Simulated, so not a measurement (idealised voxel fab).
Presented below is a process module, voxel wiring stack.
The cross-section on display is named cut; it measures 245 nm wide, and its cells are 5 nm squares.
Cross-section, as written here: a square-cell grid given band by band from the top down, where a band holds one or more rows of cells. Read a band's entry like this: the first values are the height of its top and the height of its bottom in nm, and what follows is the sequence of materials from left to right, each with its width in nm. Note that "empty" is empty space, and that a single material marked "everywhere" reaches across the band from edge to edge. Heights are reckoned from 0. Under this level, the received wafer is all of one material. The bottommost band is open-ended downward, for example "0 down". The notation "30->40" denotes a width that varies across the rows of cells in the band, beginning at the first number in the top row, finishing at the second number in the bottom row, and changing by an identical amount from each row to the next. Basically "no modification" means that step didn't change any cell in the cross-section. "Voids, fully enclosed" specifies each empty space that is not open to the top and that occupies no fewer than 8 cells, using the form width x height at distance, the distance measured from the left edge and all three quantities in nm. Note: text after step settings on the step line = simulator remark on that step. What "overlay nm" on a step's line means: if the step has a mask, that mask lay this far to the right of its planned place, or, when the value is negative, to the left.
-- Process steps (planned)
step 1: RECEIVE (material Si)
step 2: CONFORMAL_DEP (material SiO2; thk nm 10)
step 3: CONFORMAL_DEP (material SiCN; thk nm 5)
step 4: DIRECTIONAL_DEP (material lowk; thk nm 20)
step 5: PATTERN (tone open; mask id METAL_1; material resist; width nm 25; pitch nm 55; thk nm 20; overlay nm 0)
step 6: DIRECTIONAL_ETCH (etch materials lowk; depth nm 20)
step 7: DIRECTIONAL_ETCH (etch materials SiCN; depth nm 5)
step 8: STRIP (etch materials resist)
step 9: CONFORMAL_DEP (material TiN; thk nm 5)
step 10: FILL_DEP (material W; thk nm 10)
step 11: CMP (height nm 35)
step 12: CONFORMAL_DEP (material SiCN; thk nm 5)
step 13: DIRECTIONAL_DEP (material lowk; thk nm 35)
step 14: PATTERN (tone open; mask id METAL_2; material resist; width nm 25; pitch nm 55; thk nm 15; overlay nm 0)
step 15: DIRECTIONAL_ETCH (etch materials lowk; depth nm 20)
step 16: STRIP (etch materials resist)
step 17: PATTERN (tone open; mask id METAL_2_HOLES; material resist; width nm 15; pitch nm 110; thk nm 20; overlay nm 0)
step 18: DIRECTIONAL_ETCH (etch materials lowk; depth nm 15)
step 19: DIRECTIONAL_ETCH (etch materials SiCN; depth nm 5)
step 20: STRIP (etch materials resist)
step 21: CONFORMAL_DEP (material TiN; thk nm 5)
step 22: FILL_DEP (material Cu; thk nm 5)
step 23: CMP (height nm 75)
step 24: CONFORMAL_DEP (material SiN; thk nm 5)
-- Wafer cross-section on receipt, i.e. after step 1
> 0 down | Si everywhere
> Voids, fully enclosed: none
-- The module was run from the start shown above using the plan shown above, but one mistake was made doing it; the resulting wafer cross-section is below
> 80 to 75 | SiN everywhere
> 75 to 60 | lowk (25), then TiN (5), then Cu (15), then TiN (5), then lowk (30), then TiN (5), then Cu (15), then TiN (5), then lowk (30), then TiN (5), then Cu (15), then TiN (5), then lowk (30), then TiN (5), then Cu (15), then TiN (5), then lowk (30)
> 60 to 55 | lowk (25), then TiN (5), then Cu (5), then TiN (15), then lowk (30), then TiN (25), then lowk (30), then TiN (5), then Cu (5), then TiN (15), then lowk (30), then TiN (25), then lowk (30)
> 55 to 40 | lowk (25), then TiN (5), then Cu (5), then TiN (5), then lowk (95), then TiN (5), then Cu (5), then TiN (5), then lowk (95)
> 40 to 35 | SiCN (25), then TiN (15), then SiCN (95), then TiN (15), then SiCN (95)
> 35 to 15 | lowk (30), then TiN (5), then W (10), then TiN (5), then lowk (35), then TiN (5), then W (10), then TiN (5), then lowk (35), then TiN (5), then W (10), then TiN (5), then lowk (35), then TiN (5), then W (10), then TiN (5), then lowk (30)
> 15 to 10 | SiCN (30), then TiN (20), then SiCN (35), then TiN (20), then SiCN (35), then TiN (20), then SiCN (35), then TiN (20), then SiCN (30)
> 10 to 0 | SiO2 everywhere
> 0 down | Si everywhere
> Voids, fully enclosed: none
Short version of what went wrong: contrary to plan, step 5 was performed as PATTERN (tone open; mask id METAL_1; material resist; width nm 20; pitch nm 55; thk nm 20; overlay nm 0)
